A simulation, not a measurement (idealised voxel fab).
Process module heading - voxel ribs on slabs
Cross-section cut spans 275 nm and uses square cells 5 nm in size.
Notation: cross-section as square-cell grid; stated in bands, top first, going down; one or more cell rows per band.
Quick guide to a band line: top height, bottom height (nm) up front; then every material left to right with its width in nm. Only one material and it's marked "full width"? Then it fills the band edge to edge. And "empty" just means empty space.
Ref level 0: as-received wafer is one material below here. Bottom band extends down with no lower bound ("top 0, no bottom").
So if you see something like "30->40" for the width, read it as the top row of the band sitting at the first number and the bottom row at the second, with every row in between moving by the same amount as the last.
The designation "no change", where it is given for a processing step, indicates that no cell of the cross-section was altered in the course of that step.
Entry "Closed internal voids". Content: empty spaces with no open connection to the top, size 8 cells or greater. Each: width x height at distance. Distance: from left edge. Unit: nm.
What comes after the settings on a step's line is commentary from the simulator itself on that step.
The setting "overlay nm" may be written on the line of a step. When the step uses a mask, the value reports how far to the right of the planned place the mask lay, and a negative value reports that it lay to the left.

SO HERE'S THE LINEUP OF PROCESS STEPS WE PLANNED
1,RECEIVE | material Si
2,DIRECTIONAL_DEP | material SiO2 | thk nm 20
3,DIRECTIONAL_DEP | material SiN | thk nm 15
4,PATTERN | tone cover | mask id RIB | material resist | width nm 25 | thk nm 20 | overlay nm 0
5,DIRECTIONAL_ETCH | etch materials SiN | depth nm 10
6,STRIP | etch materials resist
7,DIRECTIONAL_DEP | material aC | thk nm 10
8,PATTERN | tone cover | mask id SLAB | material resist | width nm 75 | thk nm 25 | overlay nm 0
9,DIRECTIONAL_ETCH | etch materials aC | depth nm 10
10,STRIP | etch materials resist
11,DIRECTIONAL_ETCH | etch materials SiN | depth nm 5
12,STRIP | etch materials aC
13,FILL_DEP | material SiO2 | thk nm 30
14,CMP | height nm 55
15,DIRECTIONAL_DEP | material TiN | thk nm 10
16,PATTERN | tone cover | mask id HEATER | material resist | width nm 35 | thk nm 15 | overlay nm 0
17,DIRECTIONAL_ETCH | etch materials TiN | depth nm 10
18,STRIP | etch materials resist
19,CONFORMAL_DEP | material SiN | thk nm 5

INCOMING WAFER IN CROSS-SECTION (STATE: AFTER STEP 1)
    top 0, no bottom: Si full width
    Closed internal voids: none

MODULE COMPLETE - CROSS-SECTION OF THE FIRST OF TWO WAFERS, RUN ACCORDING TO PLAN
    top 70, bottom 65: 115 nm empty  45 nm SiN  115 nm empty
    top 65, bottom 60: 115 nm empty  5 nm SiN  35 nm TiN  5 nm SiN  115 nm empty
    top 60, bottom 55: 120 nm SiN  35 nm TiN  120 nm SiN
    top 55, bottom 35: SiO2 full width
    top 35, bottom 25: 125 nm SiO2  25 nm SiN  125 nm SiO2
    top 25, bottom 20: 100 nm SiO2  75 nm SiN  100 nm SiO2
    top 20, bottom 0: SiO2 full width
    top 0, no bottom: Si full width
    Closed internal voids: none

WHAT THE SECOND WAFER LOOKS LIKE IN CROSS-SECTION ONCE THE MODULE IS DONE. ITS START AND ITS PLAN MATCHED THE FIRST WAFER'S EXACTLY; WHAT DIFFERED WAS ONE MISTAKE IN HOW IT WAS RUN
    top 60, bottom 55: 115 nm empty  45 nm SiN  115 nm empty
    top 55, bottom 50: 115 nm empty  5 nm SiN  35 nm TiN  5 nm SiN  115 nm empty
    top 50, bottom 45: 120 nm SiN  35 nm TiN  120 nm SiN
    top 45, bottom 35: SiO2 full width
    top 35, bottom 25: 125 nm SiO2  25 nm SiN  125 nm SiO2
    top 25, bottom 20: 100 nm SiO2  75 nm SiN  100 nm SiO2
    top 20, bottom 0: SiO2 full width
    top 0, no bottom: Si full width
    Closed internal voids: none
Against the plan, the run slipped here: off-plan run, step 14, actual operation and settings CMP | height nm 45
End of process, cell counts, second wafer against first, materials with more or fewer: SiO2: 110 fewer
